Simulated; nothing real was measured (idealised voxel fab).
The document below concerns the process module designated voxel spacer lines.
Section cut is 160 nm wide and gridded with 5 nm square cells.
The cross-sections in this document take the form of a grid made of square cells. They are written out as bands, in order from top to bottom. Each band consists of one or more rows of cells.
The band entry comprises the height of the band's top followed by the height of its bottom, expressed in nm, and subsequently the band's materials from left to right, each stated together with its width in nm. Where a single material is marked with the word "throughout", that material fills the band from edge to edge. The word "empty" represents empty space.
Counting heights begins at 0, where everything beneath is, in the wafer as received, one material. The lowest band has no bottom; it goes on downwards, as "0 and below" shows.
With a width like "30..40", each row of cells in the band differs from the next by the same amount, the top row carrying the first number and the bottom row the second.
Take "changes: none" at face value: in the step it is given for, the cross-section changed in none of its cells.
Under "Voids, fully enclosed" you'll find the enclosed gaps, the ones with no way out to the top, that are 8 cells or bigger; each reads width x height at distance, with distance counted from the left edge, everything in nm.
Past the settings on a step's line: simulator remark, on that step.
"overlay nm", when on a step's line for a step with a mask, measures how far to the right of its planned place the mask lay; a negative measure means to the left.

Here's what the planned process steps look like
1) RECEIVE with material Si
2) CONFORMAL_DEP with material Al2O3, thk nm 5
3) DIRECTIONAL_DEP with material W, thk nm 15
4) DIRECTIONAL_DEP with material aC, thk nm 20
5) PATTERN with tone cover, mask id MANDREL, material resist, width nm 20, pitch nm 60, thk nm 25, overlay nm 0
6) DIRECTIONAL_ETCH with etch materials aC, depth nm 20
7) STRIP with etch materials resist
8) CONFORMAL_DEP with material SiO2, thk nm 10
9) DIRECTIONAL_ETCH with etch materials SiO2, depth nm 10
10) STRIP with etch materials aC
11) DIRECTIONAL_ETCH with etch materials W, depth nm 15
12) STRIP with etch materials SiO2

Concerning the first of two wafers, which was run in accordance with the plan

Cross-section of the wafer at receipt, which is the condition after step 1
    0 and below | Si throughout
    Voids, fully enclosed: none

State of the wafer after step 2, shown in cross-section
    5 down to 0 | Al2O3 throughout
    Note: structure below 0 unchanged.

State of the wafer after step 3, shown in cross-section
    20 down to 5 | W throughout
    Note: structure below 5 unchanged.

State of the wafer after step 4, shown in cross-section
    40 down to 20 | aC throughout
    Note: structure below 20 unchanged.

State of the wafer after step 5, shown in cross-section
    65 down to 40 | empty 40 nm  resist 20 nm  empty 40 nm  resist 20 nm  empty 40 nm
    Note: structure below 40 unchanged.

State of the wafer after step 6, shown in cross-section
    45 down to 40 | empty 40 nm  resist 20 nm  empty 40 nm  resist 20 nm  empty 40 nm
    40 down to 20 | empty 40 nm  aC 20 nm  empty 40 nm  aC 20 nm  empty 40 nm
    Note: structure below 20 unchanged.

State of the wafer after step 7, shown in cross-section
    40 down to 20 | empty 40 nm  aC 20 nm  empty 40 nm  aC 20 nm  empty 40 nm
    Note: structure below 20 unchanged.

State of the wafer after step 8, shown in cross-section
    50 down to 40 | empty 30 nm  SiO2 40 nm  empty 20 nm  SiO2 40 nm  empty 30 nm
    40 down to 30 | empty 30 nm  SiO2 10 nm  aC 20 nm  SiO2 10 nm  empty 20 nm  SiO2 10 nm  aC 20 nm  SiO2 10 nm  empty 30 nm
    30 down to 20 | SiO2 40 nm  aC 20 nm  SiO2 40 nm  aC 20 nm  SiO2 40 nm
    Note: structure below 20 unchanged.

State of the wafer after step 9, shown in cross-section
    40 down to 20 | empty 30 nm  SiO2 10 nm  aC 20 nm  SiO2 10 nm  empty 20 nm  SiO2 10 nm  aC 20 nm  SiO2 10 nm  empty 30 nm
    Note: structure below 20 unchanged.

State of the wafer after step 10, shown in cross-section
    40 down to 20 | empty 30 nm  SiO2 10 nm  empty 20 nm  SiO2 10 nm  empty 20 nm  SiO2 10 nm  empty 20 nm  SiO2 10 nm  empty 30 nm
    Note: structure below 20 unchanged.

State of the wafer after step 11, shown in cross-section
    40 down to 20 | empty 30 nm  SiO2 10 nm  empty 20 nm  SiO2 10 nm  empty 20 nm  SiO2 10 nm  empty 20 nm  SiO2 10 nm  empty 30 nm
    20 down to 5 | empty 30 nm  W 10 nm  empty 20 nm  W 10 nm  empty 20 nm  W 10 nm  empty 20 nm  W 10 nm  empty 30 nm
    Note: structure below 5 unchanged.

State of the wafer after step 12, shown in cross-section
    20 down to 5 | empty 30 nm  W 10 nm  empty 20 nm  W 10 nm  empty 20 nm  W 10 nm  empty 20 nm  W 10 nm  empty 30 nm
    Note: structure below 5 unchanged.

Okay, second wafer. Nothing different at the start, nothing different in the plan, just one mistake somewhere in the running. As far as step 4, counting that step, it's the first wafer all over again

Cross-sectional view of the second wafer at the intended end time of process step 5
    65 down to 40 | empty 45 nm  resist 15 nm  empty 45 nm  resist 15 nm  empty 40 nm
    Note: structure below 40 unchanged.

Cross-sectional view of the second wafer at the intended end time of process step 6
    45 down to 40 | empty 45 nm  resist 15 nm  empty 45 nm  resist 15 nm  empty 40 nm
    40 down to 20 | empty 45 nm  aC 15 nm  empty 45 nm  aC 15 nm  empty 40 nm
    Note: structure below 20 unchanged.

Cross-sectional view of the second wafer at the intended end time of process step 7
    40 down to 20 | empty 45 nm  aC 15 nm  empty 45 nm  aC 15 nm  empty 40 nm
    Note: structure below 20 unchanged.

Cross-sectional view of the second wafer at the intended end time of process step 8
    50 down to 40 | empty 35 nm  SiO2 35 nm  empty 25 nm  SiO2 35 nm  empty 30 nm
    40 down to 30 | empty 35 nm  SiO2 10 nm  aC 15 nm  SiO2 10 nm  empty 25 nm  SiO2 10 nm  aC 15 nm  SiO2 10 nm  empty 30 nm
    30 down to 20 | SiO2 45 nm  aC 15 nm  SiO2 45 nm  aC 15 nm  SiO2 40 nm
    Note: structure below 20 unchanged.

Cross-sectional view of the second wafer at the intended end time of process step 9
    40 down to 20 | empty 35 nm  SiO2 10 nm  aC 15 nm  SiO2 10 nm  empty 25 nm  SiO2 10 nm  aC 15 nm  SiO2 10 nm  empty 30 nm
    Note: structure below 20 unchanged.

Cross-sectional view of the second wafer at the intended end time of process step 10
    40 down to 20 | empty 35 nm  SiO2 10 nm  empty 15 nm  SiO2 10 nm  empty 25 nm  SiO2 10 nm  empty 15 nm  SiO2 10 nm  empty 30 nm
    Note: structure below 20 unchanged.

Cross-sectional view of the second wafer at the intended end time of process step 11
    40 down to 20 | empty 35 nm  SiO2 10 nm  empty 15 nm  SiO2 10 nm  empty 25 nm  SiO2 10 nm  empty 15 nm  SiO2 10 nm  empty 30 nm
    20 down to 5 | empty 35 nm  W 10 nm  empty 15 nm  W 10 nm  empty 25 nm  W 10 nm  empty 15 nm  W 10 nm  empty 30 nm
    Note: structure below 5 unchanged.

Cross-sectional view of the second wafer at the intended end time of process step 12
    20 down to 5 | empty 35 nm  W 10 nm  empty 15 nm  W 10 nm  empty 25 nm  W 10 nm  empty 15 nm  W 10 nm  empty 30 nm
    Note: structure below 5 unchanged.
What was done differently from what was planned? for step 5, the planned setting was not used; the step was instead run as PATTERN with tone cover, mask id MANDREL, material resist, width nm 15, pitch nm 60, thk nm 25, overlay nm 0
Matching per-material cell counts, mismatched positions: that is how the second wafer compares with the first at the end.
